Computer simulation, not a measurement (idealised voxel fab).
process module | voxel fin reveal
cross-section cut | 180 nm wide | cells 5 nm
A cross-section is a grid of square cells, given in bands from the top down. A band is one or more rows of cells.
Each band's line starts with the height of the band's top and of its bottom, in nm. Then come its materials from left to right, each with its width in nm. One material with "throughout" fills the band from edge to edge. "air" is empty space.
Height 0 is the level under which the wafer as received is all one material. The lowest band goes on downwards, as in "0 down".
A width such as "30 to 40" changes by the same amount from each row of cells to the next, from the band's top row to its bottom row.
"no change" after a step means that no cell of the cross-section changed.
closed voids: empty space of 8 cells or more with no open way to the top, each as width x height at its distance from the left edge, in nm
after a step's settings: what the simulator itself notes on the step
overlay nm, on a step with a mask: how far to the right of its planned place the mask lay; to the left if negative
plan
1 op RECEIVE | material Si
2 op CONFORMAL_DEP | material SiN | thk nm 10
3 op DIRECTIONAL_DEP | material aC | thk nm 10
4 op PATTERN | tone cover | mask id FINS | material resist | width nm 15 | pitch nm 45 | thk nm 25 | overlay nm 0
5 op DIRECTIONAL_ETCH | etch materials aC | depth nm 10
6 op STRIP | etch materials resist
7 op DIRECTIONAL_ETCH | etch materials SiN | depth nm 10
8 op DIRECTIONAL_ETCH | etch materials Si | depth nm 30
9 op STRIP | etch materials aC
10 op FILL_DEP | material SiO2 | thk nm 10
11 op CMP | height nm 10
12 op SELECTIVE_ETCH | etch materials SiO2 | depth nm 30
13 op STRIP | etch materials SiN
14 op CONFORMAL_DEP | material HfO2 | thk nm 5
first wafer, as planned
as received, after step 1
  0 down: Si throughout
  closed voids: none
after step 2
  10 to 0: SiN throughout
  below 0: unchanged
after step 3
  20 to 10: aC throughout
  below 10: unchanged
after step 4
  45 to 20: air 60 | resist 15 | air 30 | resist 15 | air 60
  below 20: unchanged
after step 5
  35 to 20: air 60 | resist 15 | air 30 | resist 15 | air 60
  20 to 10: air 60 | aC 15 | air 30 | aC 15 | air 60
  below 10: unchanged
after step 6
  20 to 10: air 60 | aC 15 | air 30 | aC 15 | air 60
  below 10: unchanged
after step 7
  20 to 10: air 60 | aC 15 | air 30 | aC 15 | air 60
  10 to 0: air 60 | SiN 15 | air 30 | SiN 15 | air 60
  below 0: unchanged
after step 8
  20 to 10: air 60 | aC 15 | air 30 | aC 15 | air 60
  10 to 0: air 60 | SiN 15 | air 30 | SiN 15 | air 60
  0 to -30: air 60 | Si 15 | air 30 | Si 15 | air 60
  below -30: unchanged
after step 9
  10 to 0: air 60 | SiN 15 | air 30 | SiN 15 | air 60
  below 0: unchanged
after step 10
  20 to 10: SiO2 throughout
  10 to 0: SiO2 60 | SiN 15 | SiO2 30 | SiN 15 | SiO2 60
  0 to -30: SiO2 60 | Si 15 | SiO2 30 | Si 15 | SiO2 60
  below -30: unchanged
after step 11
  10 to 0: SiO2 60 | SiN 15 | SiO2 30 | SiN 15 | SiO2 60
  below 0: unchanged
after step 12
  10 to 0: air 60 | SiN 15 | air 30 | SiN 15 | air 60
  0 to -20: air 60 | Si 15 | air 30 | Si 15 | air 60
  below -20: unchanged
after step 13
  0 to -20: air 60 | Si 15 | air 30 | Si 15 | air 60
  below -20: unchanged
after step 14
  5 to 0: air 55 | HfO2 25 | air 20 | HfO2 25 | air 55
  0 to -15: air 55 | HfO2 5 | Si 15 | HfO2 5 | air 20 | HfO2 5 | Si 15 | HfO2 5 | air 55
  -15 to -20: HfO2 60 | Si 15 | HfO2 30 | Si 15 | HfO2 60
  below -20: unchanged
second wafer: like start, like plan, one mistake. Through step 13 it matches the first wafer
when step 14 should have ended: no change
what went wrong: step 14 was left out
at the end the second wafer has, in cells: 52 fewer of HfO2
